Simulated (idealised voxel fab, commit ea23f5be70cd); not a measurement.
Process module under the name voxel spacer lines
Square cells of 5 nm make up the cross-section cut, whose width is 205 nm.
A cross-section is a grid of square cells, given in bands from the top down. A band is one or more rows of cells.
Heights first: top, then bottom, in nm. Then materials, left to right, each with a width in nm. "full width" on a single material: fills the band edge to edge. "blank": empty space.
It should be noted that heights are counted from 0, beneath which the wafer as supplied is of one material throughout, and that the lowest band possesses no lower boundary but continues downward, as written in "0..down".
You'd read "30->40" like this: the band's top row of cells is as wide as the first number, its bottom row is as wide as the second, and going down, every row changes width by the same amount as the row before did.
"everything unchanged" for a step: no cell of the cross-section changed in that step.
So "Closed void listing" is basically the list of trapped voids: any empty space of 8 cells or more that can't reach the top through an opening. They're written width x height at distance, the distance being from the left edge, and it's all nm.
Note: text after step settings on the step line = simulator remark on that step.
overlay nm: mask offset rightward from planned place, masked step; negative means leftward offset.

**Listed below are the process steps as planned**
1. RECEIVE, material Si
2. CONFORMAL_DEP, material Al2O3, thk nm 5
3. DIRECTIONAL_DEP, material polySi, thk nm 20
4. DIRECTIONAL_DEP, material aC, thk nm 20
5. PATTERN, tone cover, mask id MANDREL, material resist, width nm 25, pitch nm 70, thk nm 30, overlay nm 0
6. DIRECTIONAL_ETCH, etch materials aC, depth nm 20
7. STRIP, etch materials resist
8. CONFORMAL_DEP, material SiN, thk nm 10
9. DIRECTIONAL_ETCH, etch materials SiN, depth nm 10
10. STRIP, etch materials aC
11. DIRECTIONAL_ETCH, etch materials polySi, depth nm 20
12. STRIP, etch materials SiN
13. FILL_DEP, material SiO2, thk nm 10
14. CMP, height nm 25

**Below: the first of two wafers, run as planned**

**Incoming wafer, cross-sectional view, post step 1**
0..down  Si full width
Closed void listing: none

**Cross-section through the wafer, step 2 finished**
5..0  Al2O3 full width
below 0: unchanged

**Cross-section through the wafer, step 3 finished**
25..5  polySi full width
below 5: unchanged

**Cross-section through the wafer, step 4 finished**
45..25  aC full width
below 25: unchanged

**Cross-section through the wafer, step 5 finished**
75..45  blank 55; resist 25; blank 45; resist 25; blank 55
below 45: unchanged

**Cross-section through the wafer, step 6 finished**
55..45  blank 55; resist 25; blank 45; resist 25; blank 55
45..25  blank 55; aC 25; blank 45; aC 25; blank 55
below 25: unchanged

**Cross-section through the wafer, step 7 finished**
45..25  blank 55; aC 25; blank 45; aC 25; blank 55
below 25: unchanged

**Cross-section through the wafer, step 8 finished**
55..45  blank 45; SiN 45; blank 25; SiN 45; blank 45
45..35  blank 45; SiN 10; aC 25; SiN 10; blank 25; SiN 10; aC 25; SiN 10; blank 45
35..25  SiN 55; aC 25; SiN 45; aC 25; SiN 55
below 25: unchanged

**Cross-section through the wafer, step 9 finished**
45..25  blank 45; SiN 10; aC 25; SiN 10; blank 25; SiN 10; aC 25; SiN 10; blank 45
below 25: unchanged

**Cross-section through the wafer, step 10 finished**
45..25  blank 45; SiN 10; blank 25; SiN 10; blank 25; SiN 10; blank 25; SiN 10; blank 45
below 25: unchanged

**Cross-section through the wafer, step 11 finished**
45..25  blank 45; SiN 10; blank 25; SiN 10; blank 25; SiN 10; blank 25; SiN 10; blank 45
25..5  blank 45; polySi 10; blank 25; polySi 10; blank 25; polySi 10; blank 25; polySi 10; blank 45
below 5: unchanged

**Cross-section through the wafer, step 12 finished**
25..5  blank 45; polySi 10; blank 25; polySi 10; blank 25; polySi 10; blank 25; polySi 10; blank 45
below 5: unchanged

**Cross-section through the wafer, step 13 finished**
35..25  SiO2 full width
25..5  SiO2 45; polySi 10; SiO2 25; polySi 10; SiO2 25; polySi 10; SiO2 25; polySi 10; SiO2 45
below 5: unchanged

**Cross-section through the wafer, step 14 finished**
25..5  SiO2 45; polySi 10; SiO2 25; polySi 10; SiO2 25; polySi 10; SiO2 25; polySi 10; SiO2 45
below 5: unchanged

**Regarding the second of the two wafers: it shared the first wafer's starting condition and process plan, yet one error occurred during its execution. Its history coincides with that of the first wafer up to and including step 13**

**Second wafer: cross-section at the scheduled end of step 14**
15..5  SiO2 45; polySi 10; SiO2 25; polySi 10; SiO2 25; polySi 10; SiO2 25; polySi 10; SiO2 45
below 5: unchanged
Which mistake was made when the wafer was run? step 14 ran as: CMP, height nm 15
Once processing is complete, comparing cell counts shows that the second wafer has more or fewer of certain materials than the first: 66 fewer of SiO2; 16 fewer of polySi
